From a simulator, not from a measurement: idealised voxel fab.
This is a process module. Its name is voxel ribs on slabs.
Square cell edge 5 nm, section width 200 nm, ID cut.
Heads up, the way a cross-section reads in here is a grid of square cells, handed over as bands from the top down, with every band being one or more rows of cells. Heads up on the band format: heights come first, top then bottom, in nm. After that it's the materials left to right, each with its width in nm. A single material flagged "edge to edge" fills the whole band edge to edge, and "blank" means there's empty space there. Heights are measured from 0, the level below which the as-received wafer is all one material; the lowest band has no bottom and continues downward, written as in "0 -> down". A width given as "30 to 40" starts at the first number in the band's top row and ends at the second number in its bottom row, shifting by an equal amount at every step from row to row. For the purposes of this document, the phrase "identical to before" attached to a step denotes that no cell within the cross-section was modified by that step. Voids not open to the top, 8 cells minimum: see "Sealed cavities". Written width x height at distance; distance is from the left edge; nm. On a step's line, text after the settings is the simulator commenting on that step. "overlay nm" on a masked step: distance the mask lay right of its planned place, negative for left.
Process steps (planned):
1 RECEIVE, material Si
2 DIRECTIONAL_DEP, material SiO2, thk nm 25
3 DIRECTIONAL_DEP, material polySi, thk nm 25
4 PATTERN, tone cover, mask id RIB, material resist, width nm 15, thk nm 15, overlay nm 0
5 DIRECTIONAL_ETCH, etch materials polySi, depth nm 15
6 STRIP, etch materials resist
7 PATTERN, tone cover, mask id SLAB, material resist, width nm 45, thk nm 20, overlay nm 0
8 DIRECTIONAL_ETCH, etch materials polySi, depth nm 10
9 STRIP, etch materials resist
10 FILL_DEP, material SiO2, thk nm 25
11 CMP, height nm 70
12 DIRECTIONAL_DEP, material W, thk nm 5
13 DIRECTIONAL_DEP, material aC, thk nm 10
14 PATTERN, tone cover, mask id HEATER, material resist, width nm 25, thk nm 25, overlay nm 0
15 DIRECTIONAL_ETCH, etch materials aC, depth nm 10
16 STRIP, etch materials resist
17 DIRECTIONAL_ETCH, etch materials W, depth nm 5
18 STRIP, etch materials aC
19 CONFORMAL_DEP, material SiN, thk nm 5
Step 1 complete: cross-section of the wafer as received:
	0 -> down: Si edge to edge
	Sealed cavities: none
Final wafer profile in cross-section after the module, from the same start and plan as above, with one mistake made during processing:
	90 -> 85: 70 of blank / 55 of SiN / 75 of blank
	85 -> 75: SiN edge to edge
	75 -> 70: 85 of SiN / 25 of W / 90 of SiN
	70 -> 50: SiO2 edge to edge
	50 -> 35: 90 of SiO2 / 15 of polySi / 95 of SiO2
	35 -> 25: 75 of SiO2 / 45 of polySi / 80 of SiO2
	25 -> 0: SiO2 edge to edge
	0 -> down: Si edge to edge
	Sealed cavities: none
Run error: so step 19 ended up running with a different setting than we planned, it ran as CONFORMAL_DEP, material SiN, thk nm 15
